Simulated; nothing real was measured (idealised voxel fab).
process module | voxel tone inversion
cross-section cut | 150 nm wide | cells 5 nm
A cross-section is a grid of square cells, given in bands from the top down. A band is one or more rows of cells.
Each band's line starts with the height of the band's top and of its bottom, in nm. Then come its materials from left to right, each with its width in nm. One material with "throughout" fills the band from edge to edge. "air" is empty space.
Height 0 is the level under which the wafer as received is all one material. The lowest band goes on downwards, as in "0 down".
A width such as "30 to 40" changes by the same amount from each row of cells to the next, from the band's top row to its bottom row.
"no change" after a step means that no cell of the cross-section changed.
closed voids: empty space of 8 cells or more with no open way to the top, each as width x height at its distance from the left edge, in nm
after a step's settings: what the simulator itself notes on the step
overlay nm, on a step with a mask: how far to the right of its planned place the mask lay; to the left if negative
plan
1 op RECEIVE | material Si
2 op CONFORMAL_DEP | material SiN | thk nm 5
3 op DIRECTIONAL_DEP | material aC | thk nm 15
4 op PATTERN | tone cover | mask id POSTS | material resist | width nm 15 | pitch nm 40 | thk nm 25 | overlay nm 0
5 op DIRECTIONAL_ETCH | etch materials aC | depth nm 15
6 op STRIP | etch materials resist
7 op FILL_DEP | material SiO2 | thk nm 10
8 op CMP | height nm 20
9 op STRIP | etch materials aC
varied across the wafers: width nm of step 4. The plan shows the first wafer's value. All wafers start alike
first wafer as received, after step 1
  0 down: Si throughout
  closed voids: none
first wafer at the end, after step 9
  20 to 5: SiO2 45 | air 15 | SiO2 25 | air 15 | SiO2 50
  5 to 0: SiN throughout
  0 down: Si throughout
  closed voids: none
last wafer at the end
  20 to 5: SiO2 40 | air 25 | SiO2 15 | air 25 | SiO2 45
  5 to 0: SiN throughout
  0 down: Si throughout
  closed voids: none
each wafer at the end: cells of each material gained (+) or lost (-) since it was received, then its closed voids
width nm 15 | +30 SiN | +72 SiO2 | closed voids: none
width nm 20 | +30 SiN | +66 SiO2 | closed voids: none
width nm 25 | +30 SiN | +60 SiO2 | closed voids: none
